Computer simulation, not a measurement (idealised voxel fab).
The name of this process module is voxel transistor to metal.
Square cells of 5 nm make up the cross-section cut, whose width is 190 nm.
In what follows, cross-sections appear as grids of square cells, described through bands that run from the top down, where every band is one or more rows of cells.
Heights first: top, then bottom, in nm. Then materials, left to right, each with a width in nm. "everywhere" on a single material: fills the band edge to edge. "blank": empty space.
We count height from 0. Below that, the starting wafer is all one material. The lowest band never ends at the bottom but goes on down; see "0 -> down" for how that is written.
Top row gets the first number, bottom row gets the second, and each row in between changes by the same step: that is how a band width like "30 to 40" works.
For the purposes of this document, the phrase "remained unchanged" attached to a step denotes that no cell within the cross-section was modified by that step.
Entry "Closed void entries". Content: empty spaces with no open connection to the top, size 8 cells or greater. Each: width x height at distance. Distance: from left edge. Unit: nm.
Text after the settings on a step's line: the simulator's own remark on that step.
"overlay nm" answers the question of how far to the right of plan the mask lay on a step that has a mask, and when it is negative the answer is to the left.
**The steps planned for the process are as follows**
1,RECEIVE with material Si
2,CONFORMAL_DEP with material SiO2, thk nm 5
3,CONFORMAL_DEP with material SiN, thk nm 15
4,MASKED_ETCH with tone cover, mask id ACTIVE, width nm 115, etch materials SiN, depth nm 15, overlay nm 0
5,MASKED_ETCH with tone cover, mask id ACTIVE, width nm 115, etch materials SiO2, depth nm 5, overlay nm 0
6,MASKED_ETCH with tone cover, mask id ACTIVE, width nm 115, etch materials Si, depth nm 30, overlay nm 0
7,OXIDIZE with depth nm 5
8,FILL_DEP with material SiO2, thk nm 10
9,CMP with height nm 20
10,SELECTIVE_ETCH with etch materials SiO2, depth nm 15
11,STRIP with etch materials SiN
12,SELECTIVE_ETCH with etch materials SiO2, depth nm 5
13,OXIDIZE with depth nm 5
14,DIRECTIONAL_DEP with material polySi, thk nm 25
15,DIRECTIONAL_DEP with material SiCN, thk nm 10
16,PATTERN with tone cover, mask id GATE, material resist, width nm 25, thk nm 20, overlay nm 0
17,DIRECTIONAL_ETCH with etch materials SiCN, depth nm 20
18,DIRECTIONAL_ETCH with etch materials polySi, depth nm 35
19,STRIP with etch materials resist
20,CONFORMAL_DEP with material SiO2, thk nm 5
21,DIRECTIONAL_ETCH with etch materials SiO2, depth nm 5
22,CONFORMAL_DEP with material SiN, thk nm 5
23,DIRECTIONAL_ETCH with etch materials SiN, depth nm 5
24,DIRECTIONAL_ETCH with etch materials SiO2, depth nm 5
25,EPI with material pSi, thk nm 5
26,FILL_DEP with material SiO2, thk nm 10
27,CMP with height nm 35
28,DIRECTIONAL_DEP with material SiO2, thk nm 10
29,MASKED_ETCH with tone open, mask id CONTACT, width nm 15, pitch nm 80, etch materials SiO2, depth nm 45, overlay nm 0
30,CONFORMAL_DEP with material TiN, thk nm 5
31,FILL_DEP with material Ru, thk nm 5
32,CMP with height nm 45
33,DIRECTIONAL_DEP with material TiN, thk nm 5
34,DIRECTIONAL_DEP with material W, thk nm 25
35,MASKED_ETCH with tone cover, mask id METAL_1, width nm 15, pitch nm 80, etch materials W, depth nm 25, overlay nm 0
36,MASKED_ETCH with tone cover, mask id METAL_1, width nm 15, pitch nm 80, etch materials TiN, depth nm 5, overlay nm 0
37,CONFORMAL_DEP with material SiCN, thk nm 5
38,FILL_DEP with material SiO2, thk nm 5
39,CMP with height nm 75
40,CONFORMAL_DEP with material SiN, thk nm 5
**First wafer out of two, processed as planned**
**As received (post step 1): cross-section**
  0 -> down | Si everywhere
  Closed void entries: none
**after step 2**
  5 -> 0 | SiO2 everywhere
  Below a height of 0, the structure has not been altered.
**after step 3**
  20 -> 5 | SiN everywhere
  Below a height of 5, the structure has not been altered.
**after step 4**
  20 -> 5 | 35 nm blank, then 115 nm SiN, then 40 nm blank
  Below a height of 5, the structure has not been altered.
**after step 5**
  20 -> 5 | 35 nm blank, then 115 nm SiN, then 40 nm blank
  5 -> 0 | 35 nm blank, then 115 nm SiO2, then 40 nm blank
  Below a height of 0, the structure has not been altered.
**after step 6**
  20 -> 5 | 35 nm blank, then 115 nm SiN, then 40 nm blank
  5 -> 0 | 35 nm blank, then 115 nm SiO2, then 40 nm blank
  0 -> -30 | 35 nm blank, then 115 nm Si, then 40 nm blank
  Below a height of -30, the structure has not been altered.
**after step 7**
  20 -> 5 | 35 nm blank, then 115 nm SiN, then 40 nm blank
  5 -> 0 | 35 nm blank, then 115 nm SiO2, then 40 nm blank
  0 -> -30 | 35 nm blank, then 5 nm SiO2, then 105 nm Si, then 5 nm SiO2, then 40 nm blank
  -30 -> -35 | 40 nm SiO2, then 105 nm Si, then 45 nm SiO2
  Below a height of -35, the structure has not been altered.
**after step 8**
  30 -> 20 | SiO2 everywhere
  20 -> 5 | 35 nm SiO2, then 115 nm SiN, then 40 nm SiO2
  5 -> 0 | SiO2 everywhere
  0 -> -35 | 40 nm SiO2, then 105 nm Si, then 45 nm SiO2
  Below a height of -35, the structure has not been altered.
**after step 9**
  20 -> 5 | 35 nm SiO2, then 115 nm SiN, then 40 nm SiO2
  Below a height of 5, the structure has not been altered.
**after step 10**
  20 -> 5 | 35 nm blank, then 115 nm SiN, then 40 nm blank
  Below a height of 5, the structure has not been altered.
**after step 11**
  5 -> 0 | SiO2 everywhere
  Below a height of 0, the structure has not been altered.
**after step 12**
  0 -> -35 | 40 nm SiO2, then 105 nm Si, then 45 nm SiO2
  Below a height of -35, the structure has not been altered.
**after step 13**
  0 -> -5 | SiO2 everywhere
  Below a height of -5, the structure has not been altered.
**after step 14**
  25 -> 0 | polySi everywhere
  Below a height of 0, the structure has not been altered.
**after step 15**
  35 -> 25 | SiCN everywhere
  Below a height of 25, the structure has not been altered.
**after step 16**
  55 -> 35 | 80 nm blank, then 25 nm resist, then 85 nm blank
  Below a height of 35, the structure has not been altered.
**after step 17**
  55 -> 35 | 80 nm blank, then 25 nm resist, then 85 nm blank
  35 -> 25 | 80 nm blank, then 25 nm SiCN, then 85 nm blank
  Below a height of 25, the structure has not been altered.
**after step 18**
  55 -> 35 | 80 nm blank, then 25 nm resist, then 85 nm blank
  35 -> 25 | 80 nm blank, then 25 nm SiCN, then 85 nm blank
  25 -> 0 | 80 nm blank, then 25 nm polySi, then 85 nm blank
  Below a height of 0, the structure has not been altered.
**after step 19**
  35 -> 25 | 80 nm blank, then 25 nm SiCN, then 85 nm blank
  Below a height of 25, the structure has not been altered.
**after step 20**
  40 -> 35 | 75 nm blank, then 35 nm SiO2, then 80 nm blank
  35 -> 25 | 75 nm blank, then 5 nm SiO2, then 25 nm SiCN, then 5 nm SiO2, then 80 nm blank
  25 -> 5 | 75 nm blank, then 5 nm SiO2, then 25 nm polySi, then 5 nm SiO2, then 80 nm blank
  5 -> 0 | 80 nm SiO2, then 25 nm polySi, then 85 nm SiO2
  Below a height of 0, the structure has not been altered.
**after step 21**
  35 -> 25 | 75 nm blank, then 5 nm SiO2, then 25 nm SiCN, then 5 nm SiO2, then 80 nm blank
  25 -> 0 | 75 nm blank, then 5 nm SiO2, then 25 nm polySi, then 5 nm SiO2, then 80 nm blank
  Below a height of 0, the structure has not been altered.
**after step 22**
  40 -> 35 | 70 nm blank, then 45 nm SiN, then 75 nm blank
  35 -> 25 | 70 nm blank, then 5 nm SiN, then 5 nm SiO2, then 25 nm SiCN, then 5 nm SiO2, then 5 nm SiN, then 75 nm blank
  25 -> 5 | 70 nm blank, then 5 nm SiN, then 5 nm SiO2, then 25 nm polySi, then 5 nm SiO2, then 5 nm SiN, then 75 nm blank
  5 -> 0 | 75 nm SiN, then 5 nm SiO2, then 25 nm polySi, then 5 nm SiO2, then 80 nm SiN
  Below a height of 0, the structure has not been altered.
**after step 23**
  35 -> 25 | 70 nm blank, then 5 nm SiN, then 5 nm SiO2, then 25 nm SiCN, then 5 nm SiO2, then 5 nm SiN, then 75 nm blank
  25 -> 0 | 70 nm blank, then 5 nm SiN, then 5 nm SiO2, then 25 nm polySi, then 5 nm SiO2, then 5 nm SiN, then 75 nm blank
  Below a height of 0, the structure has not been altered.
**after step 24**
  35 -> 30 | 70 nm blank, then 5 nm SiN, then 5 nm blank, then 25 nm SiCN, then 5 nm blank, then 5 nm SiN, then 75 nm blank
  30 -> 25 | 70 nm blank, then 5 nm SiN, then 5 nm SiO2, then 25 nm SiCN, then 5 nm SiO2, then 5 nm SiN, then 75 nm blank
  25 -> 0 | 70 nm blank, then 5 nm SiN, then 5 nm SiO2, then 25 nm polySi, then 5 nm SiO2, then 5 nm SiN, then 75 nm blank
  0 -> -5 | 70 nm blank, then 45 nm SiO2, then 75 nm blank
  Below a height of -5, the structure has not been altered.
**after step 25**
  35 -> 30 | 70 nm blank, then 5 nm SiN, then 5 nm blank, then 25 nm SiCN, then 5 nm blank, then 5 nm SiN, then 75 nm blank
  30 -> 25 | 70 nm blank, then 5 nm SiN, then 5 nm SiO2, then 25 nm SiCN, then 5 nm SiO2, then 5 nm SiN, then 75 nm blank
  25 -> 0 | 70 nm blank, then 5 nm SiN, then 5 nm SiO2, then 25 nm polySi, then 5 nm SiO2, then 5 nm SiN, then 75 nm blank
  0 -> -5 | 35 nm blank, then 35 nm pSi, then 45 nm SiO2, then 35 nm pSi, then 40 nm blank
  Below a height of -5, the structure has not been altered.
**after step 26**
  45 -> 35 | SiO2 everywhere
  35 -> 25 | 70 nm SiO2, then 5 nm SiN, then 5 nm SiO2, then 25 nm SiCN, then 5 nm SiO2, then 5 nm SiN, then 75 nm SiO2
  25 -> 0 | 70 nm SiO2, then 5 nm SiN, then 5 nm SiO2, then 25 nm polySi, then 5 nm SiO2, then 5 nm SiN, then 75 nm SiO2
  0 -> -5 | 35 nm SiO2, then 35 nm pSi, then 45 nm SiO2, then 35 nm pSi, then 40 nm SiO2
  Below a height of -5, the structure has not been altered.
**after step 27**
  35 -> 25 | 70 nm SiO2, then 5 nm SiN, then 5 nm SiO2, then 25 nm SiCN, then 5 nm SiO2, then 5 nm SiN, then 75 nm SiO2
  Below a height of 25, the structure has not been altered.
**after step 28**
  45 -> 35 | SiO2 everywhere
  Below a height of 35, the structure has not been altered.
**after step 29**
  45 -> 35 | 45 nm SiO2, then 15 nm blank, then 65 nm SiO2, then 15 nm blank, then 50 nm SiO2
  35 -> 25 | 45 nm SiO2, then 15 nm blank, then 10 nm SiO2, then 5 nm SiN, then 5 nm SiO2, then 25 nm SiCN, then 5 nm SiO2, then 5 nm SiN, then 10 nm SiO2, then 15 nm blank, then 50 nm SiO2
  25 -> 0 | 45 nm SiO2, then 15 nm blank, then 10 nm SiO2, then 5 nm SiN, then 5 nm SiO2, then 25 nm polySi, then 5 nm SiO2, then 5 nm SiN, then 10 nm SiO2, then 15 nm blank, then 50 nm SiO2
  Below a height of 0, the structure has not been altered.
**after step 30**
  50 -> 45 | 50 nm TiN, then 5 nm blank, then 75 nm TiN, then 5 nm blank, then 55 nm TiN
  45 -> 35 | 45 nm SiO2, then 5 nm TiN, then 5 nm blank, then 5 nm TiN, then 65 nm SiO2, then 5 nm TiN, then 5 nm blank, then 5 nm TiN, then 50 nm SiO2
  35 -> 25 | 45 nm SiO2, then 5 nm TiN, then 5 nm blank, then 5 nm TiN, then 10 nm SiO2, then 5 nm SiN, then 5 nm SiO2, then 25 nm SiCN, then 5 nm SiO2, then 5 nm SiN, then 10 nm SiO2, then 5 nm TiN, then 5 nm blank, then 5 nm TiN, then 50 nm SiO2
  25 -> 5 | 45 nm SiO2, then 5 nm TiN, then 5 nm blank, then 5 nm TiN, then 10 nm SiO2, then 5 nm SiN, then 5 nm SiO2, then 25 nm polySi, then 5 nm SiO2, then 5 nm SiN, then 10 nm SiO2, then 5 nm TiN, then 5 nm blank, then 5 nm TiN, then 50 nm SiO2
  5 -> 0 | 45 nm SiO2, then 15 nm TiN, then 10 nm SiO2, then 5 nm SiN, then 5 nm SiO2, then 25 nm polySi, then 5 nm SiO2, then 5 nm SiN, then 10 nm SiO2, then 15 nm TiN, then 50 nm SiO2
  Below a height of 0, the structure has not been altered.
**after step 31**
  55 -> 50 | Ru everywhere
  50 -> 45 | 50 nm TiN, then 5 nm Ru, then 75 nm TiN, then 5 nm Ru, then 55 nm TiN
  45 -> 35 | 45 nm SiO2, then 5 nm TiN, then 5 nm Ru, then 5 nm TiN, then 65 nm SiO2, then 5 nm TiN, then 5 nm Ru, then 5 nm TiN, then 50 nm SiO2
  35 -> 25 | 45 nm SiO2, then 5 nm TiN, then 5 nm Ru, then 5 nm TiN, then 10 nm SiO2, then 5 nm SiN, then 5 nm SiO2, then 25 nm SiCN, then 5 nm SiO2, then 5 nm SiN, then 10 nm SiO2, then 5 nm TiN, then 5 nm Ru, then 5 nm TiN, then 50 nm SiO2
  25 -> 5 | 45 nm SiO2, then 5 nm TiN, then 5 nm Ru, then 5 nm TiN, then 10 nm SiO2, then 5 nm SiN, then 5 nm SiO2, then 25 nm polySi, then 5 nm SiO2, then 5 nm SiN, then 10 nm SiO2, then 5 nm TiN, then 5 nm Ru, then 5 nm TiN, then 50 nm SiO2
  Below a height of 5, the structure has not been altered.
**after step 32**
  45 -> 35 | 45 nm SiO2, then 5 nm TiN, then 5 nm Ru, then 5 nm TiN, then 65 nm SiO2, then 5 nm TiN, then 5 nm Ru, then 5 nm TiN, then 50 nm SiO2
  Below a height of 35, the structure has not been altered.
**after step 33**
  50 -> 45 | TiN everywhere
  Below a height of 45, the structure has not been altered.
**after step 34**
  75 -> 50 | W everywhere
  Below a height of 50, the structure has not been altered.
**after step 35**
  75 -> 50 | 45 nm blank, then 15 nm W, then 65 nm blank, then 15 nm W, then 50 nm blank
  Below a height of 50, the structure has not been altered.
**after step 36**
  75 -> 50 | 45 nm blank, then 15 nm W, then 65 nm blank, then 15 nm W, then 50 nm blank
  50 -> 45 | 45 nm blank, then 15 nm TiN, then 65 nm blank, then 15 nm TiN, then 50 nm blank
  Below a height of 45, the structure has not been altered.
**after step 37**
  80 -> 75 | 40 nm blank, then 25 nm SiCN, then 55 nm blank, then 25 nm SiCN, then 45 nm blank
  75 -> 50 | 40 nm blank, then 5 nm SiCN, then 15 nm W, then 5 nm SiCN, then 55 nm blank, then 5 nm SiCN, then 15 nm W, then 5 nm SiCN, then 45 nm blank
  50 -> 45 | 45 nm SiCN, then 15 nm TiN, then 65 nm SiCN, then 15 nm TiN, then 50 nm SiCN
  Below a height of 45, the structure has not been altered.
**after step 38**
  85 -> 80 | SiO2 everywhere
  80 -> 75 | 40 nm SiO2, then 25 nm SiCN, then 55 nm SiO2, then 25 nm SiCN, then 45 nm SiO2
  75 -> 50 | 40 nm SiO2, then 5 nm SiCN, then 15 nm W, then 5 nm SiCN, then 55 nm SiO2, then 5 nm SiCN, then 15 nm W, then 5 nm SiCN, then 45 nm SiO2
  Below a height of 50, the structure has not been altered.
**after step 39**
  75 -> 50 | 40 nm SiO2, then 5 nm SiCN, then 15 nm W, then 5 nm SiCN, then 55 nm SiO2, then 5 nm SiCN, then 15 nm W, then 5 nm SiCN, then 45 nm SiO2
  Below a height of 50, the structure has not been altered.
**after step 40**
  80 -> 75 | SiN everywhere
  Below a height of 75, the structure has not been altered.
**Second wafer, same starting state and plan as the first, one mistake in the run, identical through step 9**
**Cross-section of the second wafer corresponding to the planned conclusion of step 10**
  20 -> 5 | 35 nm blank, then 115 nm SiN, then 40 nm blank
  5 -> 0 | 50 nm blank, then 85 nm SiO2, then 55 nm blank
  0 -> -10 | 40 nm blank, then 105 nm Si, then 45 nm blank
  Below a height of -10, the structure has not been altered.
**Cross-section of the second wafer corresponding to the planned conclusion of step 11**
  5 -> 0 | 50 nm blank, then 85 nm SiO2, then 55 nm blank
  Below a height of 0, the structure has not been altered.
**Cross-section of the second wafer corresponding to the planned conclusion of step 12**
  0 -> -15 | 40 nm blank, then 105 nm Si, then 45 nm blank
  Below a height of -15, the structure has not been altered.
**Cross-section of the second wafer corresponding to the planned conclusion of step 13**
  0 -> -5 | 40 nm blank, then 105 nm SiO2, then 45 nm blank
  -5 -> -15 | 40 nm blank, then 5 nm SiO2, then 95 nm Si, then 5 nm SiO2, then 45 nm blank
  -15 -> -20 | 45 nm SiO2, then 95 nm Si, then 50 nm SiO2
  Below a height of -20, the structure has not been altered.
**Cross-section of the second wafer corresponding to the planned conclusion of step 14**
  25 -> 10 | 40 nm blank, then 105 nm polySi, then 45 nm blank
  10 -> 0 | polySi everywhere
  0 -> -5 | 40 nm polySi, then 105 nm SiO2, then 45 nm polySi
  -5 -> -15 | 40 nm polySi, then 5 nm SiO2, then 95 nm Si, then 5 nm SiO2, then 45 nm polySi
  Below a height of -15, the structure has not been altered.
**Cross-section of the second wafer corresponding to the planned conclusion of step 15**
  35 -> 25 | 40 nm blank, then 105 nm SiCN, then 45 nm blank
  25 -> 20 | 40 nm blank, then 105 nm polySi, then 45 nm blank
  20 -> 10 | 40 nm SiCN, then 105 nm polySi, then 45 nm SiCN
  Below a height of 10, the structure has not been altered.
**Cross-section of the second wafer corresponding to the planned conclusion of step 16**
  55 -> 35 | 80 nm blank, then 25 nm resist, then 85 nm blank
  Below a height of 35, the structure has not been altered.
**Cross-section of the second wafer corresponding to the planned conclusion of step 17**
  55 -> 35 | 80 nm blank, then 25 nm resist, then 85 nm blank
  35 -> 25 | 80 nm blank, then 25 nm SiCN, then 85 nm blank
  25 -> 10 | 40 nm blank, then 105 nm polySi, then 45 nm blank
  Below a height of 10, the structure has not been altered.
**Cross-section of the second wafer corresponding to the planned conclusion of step 18**
  55 -> 35 | 80 nm blank, then 25 nm resist, then 85 nm blank
  35 -> 25 | 80 nm blank, then 25 nm SiCN, then 85 nm blank
  25 -> 0 | 80 nm blank, then 25 nm polySi, then 85 nm blank
  0 -> -5 | 40 nm blank, then 105 nm SiO2, then 45 nm blank
  -5 -> -15 | 40 nm blank, then 5 nm SiO2, then 95 nm Si, then 5 nm SiO2, then 45 nm blank
  Below a height of -15, the structure has not been altered.
**Cross-section of the second wafer corresponding to the planned conclusion of step 19**
  35 -> 25 | 80 nm blank, then 25 nm SiCN, then 85 nm blank
  Below a height of 25, the structure has not been altered.
**Cross-section of the second wafer corresponding to the planned conclusion of step 20**
  40 -> 35 | 75 nm blank, then 35 nm SiO2, then 80 nm blank
  35 -> 25 | 75 nm blank, then 5 nm SiO2, then 25 nm SiCN, then 5 nm SiO2, then 80 nm blank
  25 -> 5 | 75 nm blank, then 5 nm SiO2, then 25 nm polySi, then 5 nm SiO2, then 80 nm blank
  5 -> 0 | 35 nm blank, then 45 nm SiO2, then 25 nm polySi, then 45 nm SiO2, then 40 nm blank
  0 -> -5 | 35 nm blank, then 115 nm SiO2, then 40 nm blank
  -5 -> -10 | 35 nm blank, then 10 nm SiO2, then 95 nm Si, then 10 nm SiO2, then 40 nm blank
  -10 -> -20 | 45 nm SiO2, then 95 nm Si, then 50 nm SiO2
  Below a height of -20, the structure has not been altered.
**Cross-section of the second wafer corresponding to the planned conclusion of step 21**
  35 -> 25 | 75 nm blank, then 5 nm SiO2, then 25 nm SiCN, then 5 nm SiO2, then 80 nm blank
  25 -> 0 | 75 nm blank, then 5 nm SiO2, then 25 nm polySi, then 5 nm SiO2, then 80 nm blank
  0 -> -5 | 35 nm blank, then 115 nm SiO2, then 40 nm blank
  -5 -> -15 | 35 nm blank, then 10 nm SiO2, then 95 nm Si, then 10 nm SiO2, then 40 nm blank
  Below a height of -15, the structure has not been altered.
**Cross-section of the second wafer corresponding to the planned conclusion of step 22**
  40 -> 35 | 70 nm blank, then 45 nm SiN, then 75 nm blank
  35 -> 25 | 70 nm blank, then 5 nm SiN, then 5 nm SiO2, then 25 nm SiCN, then 5 nm SiO2, then 5 nm SiN, then 75 nm blank
  25 -> 5 | 70 nm blank, then 5 nm SiN, then 5 nm SiO2, then 25 nm polySi, then 5 nm SiO2, then 5 nm SiN, then 75 nm blank
  5 -> 0 | 30 nm blank, then 45 nm SiN, then 5 nm SiO2, then 25 nm polySi, then 5 nm SiO2, then 45 nm SiN, then 35 nm blank
  0 -> -5 | 30 nm blank, then 5 nm SiN, then 115 nm SiO2, then 5 nm SiN, then 35 nm blank
  -5 -> -10 | 30 nm blank, then 5 nm SiN, then 10 nm SiO2, then 95 nm Si, then 10 nm SiO2, then 5 nm SiN, then 35 nm blank
  -10 -> -15 | 35 nm SiN, then 10 nm SiO2, then 95 nm Si, then 10 nm SiO2, then 40 nm SiN
  Below a height of -15, the structure has not been altered.
**Cross-section of the second wafer corresponding to the planned conclusion of step 23**
  35 -> 25 | 70 nm blank, then 5 nm SiN, then 5 nm SiO2, then 25 nm SiCN, then 5 nm SiO2, then 5 nm SiN, then 75 nm blank
  25 -> 0 | 70 nm blank, then 5 nm SiN, then 5 nm SiO2, then 25 nm polySi, then 5 nm SiO2, then 5 nm SiN, then 75 nm blank
  0 -> -5 | 30 nm blank, then 5 nm SiN, then 115 nm SiO2, then 5 nm SiN, then 35 nm blank
  -5 -> -15 | 30 nm blank, then 5 nm SiN, then 10 nm SiO2, then 95 nm Si, then 10 nm SiO2, then 5 nm SiN, then 35 nm blank
  Below a height of -15, the structure has not been altered.
**Cross-section of the second wafer corresponding to the planned conclusion of step 24**
  35 -> 30 | 70 nm blank, then 5 nm SiN, then 5 nm blank, then 25 nm SiCN, then 5 nm blank, then 5 nm SiN, then 75 nm blank
  30 -> 25 | 70 nm blank, then 5 nm SiN, then 5 nm SiO2, then 25 nm SiCN, then 5 nm SiO2, then 5 nm SiN, then 75 nm blank
  25 -> 0 | 70 nm blank, then 5 nm SiN, then 5 nm SiO2, then 25 nm polySi, then 5 nm SiO2, then 5 nm SiN, then 75 nm blank
  0 -> -5 | 30 nm blank, then 5 nm SiN, then 35 nm blank, then 45 nm SiO2, then 35 nm blank, then 5 nm SiN, then 35 nm blank
  -5 -> -15 | 30 nm blank, then 5 nm SiN, then 10 nm SiO2, then 95 nm Si, then 10 nm SiO2, then 5 nm SiN, then 35 nm blank
  -15 -> -20 | 30 nm blank, then 15 nm SiO2, then 95 nm Si, then 15 nm SiO2, then 35 nm blank
  Below a height of -20, the structure has not been altered.
**Cross-section of the second wafer corresponding to the planned conclusion of step 25**
  35 -> 30 | 70 nm blank, then 5 nm SiN, then 5 nm blank, then 25 nm SiCN, then 5 nm blank, then 5 nm SiN, then 75 nm blank
  30 -> 25 | 70 nm blank, then 5 nm SiN, then 5 nm SiO2, then 25 nm SiCN, then 5 nm SiO2, then 5 nm SiN, then 75 nm blank
  25 -> 0 | 70 nm blank, then 5 nm SiN, then 5 nm SiO2, then 25 nm polySi, then 5 nm SiO2, then 5 nm SiN, then 75 nm blank
  0 -> -5 | 30 nm blank, then 5 nm SiN, then 5 nm blank, then 30 nm pSi, then 45 nm SiO2, then 30 nm pSi, then 5 nm blank, then 5 nm SiN, then 35 nm blank
  Below a height of -5, the structure has not been altered.
**Cross-section of the second wafer corresponding to the planned conclusion of step 26**
  45 -> 35 | SiO2 everywhere
  35 -> 25 | 70 nm SiO2, then 5 nm SiN, then 5 nm SiO2, then 25 nm SiCN, then 5 nm SiO2, then 5 nm SiN, then 75 nm SiO2
  25 -> 0 | 70 nm SiO2, then 5 nm SiN, then 5 nm SiO2, then 25 nm polySi, then 5 nm SiO2, then 5 nm SiN, then 75 nm SiO2
  0 -> -5 | 30 nm SiO2, then 5 nm SiN, then 5 nm SiO2, then 30 nm pSi, then 45 nm SiO2, then 30 nm pSi, then 5 nm SiO2, then 5 nm SiN, then 35 nm SiO2
  -5 -> -15 | 30 nm SiO2, then 5 nm SiN, then 10 nm SiO2, then 95 nm Si, then 10 nm SiO2, then 5 nm SiN, then 35 nm SiO2
  -15 -> -20 | 45 nm SiO2, then 95 nm Si, then 50 nm SiO2
  Below a height of -20, the structure has not been altered.
**Cross-section of the second wafer corresponding to the planned conclusion of step 27**
  35 -> 25 | 70 nm SiO2, then 5 nm SiN, then 5 nm SiO2, then 25 nm SiCN, then 5 nm SiO2, then 5 nm SiN, then 75 nm SiO2
  Below a height of 25, the structure has not been altered.
**Cross-section of the second wafer corresponding to the planned conclusion of step 28**
  45 -> 35 | SiO2 everywhere
  Below a height of 35, the structure has not been altered.
**Cross-section of the second wafer corresponding to the planned conclusion of step 29**
  45 -> 35 | 45 nm SiO2, then 15 nm blank, then 65 nm SiO2, then 15 nm blank, then 50 nm SiO2
  35 -> 25 | 45 nm SiO2, then 15 nm blank, then 10 nm SiO2, then 5 nm SiN, then 5 nm SiO2, then 25 nm SiCN, then 5 nm SiO2, then 5 nm SiN, then 10 nm SiO2, then 15 nm blank, then 50 nm SiO2
  25 -> 0 | 45 nm SiO2, then 15 nm blank, then 10 nm SiO2, then 5 nm SiN, then 5 nm SiO2, then 25 nm polySi, then 5 nm SiO2, then 5 nm SiN, then 10 nm SiO2, then 15 nm blank, then 50 nm SiO2
  Below a height of 0, the structure has not been altered.
**Cross-section of the second wafer corresponding to the planned conclusion of step 30**
  50 -> 45 | 50 nm TiN, then 5 nm blank, then 75 nm TiN, then 5 nm blank, then 55 nm TiN
  45 -> 35 | 45 nm SiO2, then 5 nm TiN, then 5 nm blank, then 5 nm TiN, then 65 nm SiO2, then 5 nm TiN, then 5 nm blank, then 5 nm TiN, then 50 nm SiO2
  35 -> 25 | 45 nm SiO2, then 5 nm TiN, then 5 nm blank, then 5 nm TiN, then 10 nm SiO2, then 5 nm SiN, then 5 nm SiO2, then 25 nm SiCN, then 5 nm SiO2, then 5 nm SiN, then 10 nm SiO2, then 5 nm TiN, then 5 nm blank, then 5 nm TiN, then 50 nm SiO2
  25 -> 5 | 45 nm SiO2, then 5 nm TiN, then 5 nm blank, then 5 nm TiN, then 10 nm SiO2, then 5 nm SiN, then 5 nm SiO2, then 25 nm polySi, then 5 nm SiO2, then 5 nm SiN, then 10 nm SiO2, then 5 nm TiN, then 5 nm blank, then 5 nm TiN, then 50 nm SiO2
  5 -> 0 | 45 nm SiO2, then 15 nm TiN, then 10 nm SiO2, then 5 nm SiN, then 5 nm SiO2, then 25 nm polySi, then 5 nm SiO2, then 5 nm SiN, then 10 nm SiO2, then 15 nm TiN, then 50 nm SiO2
  Below a height of 0, the structure has not been altered.
**Cross-section of the second wafer corresponding to the planned conclusion of step 31**
  55 -> 50 | Ru everywhere
  50 -> 45 | 50 nm TiN, then 5 nm Ru, then 75 nm TiN, then 5 nm Ru, then 55 nm TiN
  45 -> 35 | 45 nm SiO2, then 5 nm TiN, then 5 nm Ru, then 5 nm TiN, then 65 nm SiO2, then 5 nm TiN, then 5 nm Ru, then 5 nm TiN, then 50 nm SiO2
  35 -> 25 | 45 nm SiO2, then 5 nm TiN, then 5 nm Ru, then 5 nm TiN, then 10 nm SiO2, then 5 nm SiN, then 5 nm SiO2, then 25 nm SiCN, then 5 nm SiO2, then 5 nm SiN, then 10 nm SiO2, then 5 nm TiN, then 5 nm Ru, then 5 nm TiN, then 50 nm SiO2
  25 -> 5 | 45 nm SiO2, then 5 nm TiN, then 5 nm Ru, then 5 nm TiN, then 10 nm SiO2, then 5 nm SiN, then 5 nm SiO2, then 25 nm polySi, then 5 nm SiO2, then 5 nm SiN, then 10 nm SiO2, then 5 nm TiN, then 5 nm Ru, then 5 nm TiN, then 50 nm SiO2
  Below a height of 5, the structure has not been altered.
**Cross-section of the second wafer corresponding to the planned conclusion of step 32**
  45 -> 35 | 45 nm SiO2, then 5 nm TiN, then 5 nm Ru, then 5 nm TiN, then 65 nm SiO2, then 5 nm TiN, then 5 nm Ru, then 5 nm TiN, then 50 nm SiO2
  Below a height of 35, the structure has not been altered.
**Cross-section of the second wafer corresponding to the planned conclusion of step 33**
  50 -> 45 | TiN everywhere
  Below a height of 45, the structure has not been altered.
**Cross-section of the second wafer corresponding to the planned conclusion of step 34**
  75 -> 50 | W everywhere
  Below a height of 50, the structure has not been altered.
**Cross-section of the second wafer corresponding to the planned conclusion of step 35**
  75 -> 50 | 45 nm blank, then 15 nm W, then 65 nm blank, then 15 nm W, then 50 nm blank
  Below a height of 50, the structure has not been altered.
**Cross-section of the second wafer corresponding to the planned conclusion of step 36**
  75 -> 50 | 45 nm blank, then 15 nm W, then 65 nm blank, then 15 nm W, then 50 nm blank
  50 -> 45 | 45 nm blank, then 15 nm TiN, then 65 nm blank, then 15 nm TiN, then 50 nm blank
  Below a height of 45, the structure has not been altered.
**Cross-section of the second wafer corresponding to the planned conclusion of step 37**
  80 -> 75 | 40 nm blank, then 25 nm SiCN, then 55 nm blank, then 25 nm SiCN, then 45 nm blank
  75 -> 50 | 40 nm blank, then 5 nm SiCN, then 15 nm W, then 5 nm SiCN, then 55 nm blank, then 5 nm SiCN, then 15 nm W, then 5 nm SiCN, then 45 nm blank
  50 -> 45 | 45 nm SiCN, then 15 nm TiN, then 65 nm SiCN, then 15 nm TiN, then 50 nm SiCN
  Below a height of 45, the structure has not been altered.
**Cross-section of the second wafer corresponding to the planned conclusion of step 38**
  85 -> 80 | SiO2 everywhere
  80 -> 75 | 40 nm SiO2, then 25 nm SiCN, then 55 nm SiO2, then 25 nm SiCN, then 45 nm SiO2
  75 -> 50 | 40 nm SiO2, then 5 nm SiCN, then 15 nm W, then 5 nm SiCN, then 55 nm SiO2, then 5 nm SiCN, then 15 nm W, then 5 nm SiCN, then 45 nm SiO2
  Below a height of 50, the structure has not been altered.
**Cross-section of the second wafer corresponding to the planned conclusion of step 39**
  75 -> 50 | 40 nm SiO2, then 5 nm SiCN, then 15 nm W, then 5 nm SiCN, then 55 nm SiO2, then 5 nm SiCN, then 15 nm W, then 5 nm SiCN, then 45 nm SiO2
  Below a height of 50, the structure has not been altered.
**Cross-section of the second wafer corresponding to the planned conclusion of step 40**
  80 -> 75 | SiN everywhere
  Below a height of 75, the structure has not been altered.
Deviation noted in wafer processing: twice over, step 10 of the plan was run
FYI, end of process, the second wafer has more or fewer cells of some materials than the first: Si -6, SiN +6, SiO2 +2, pSi -2
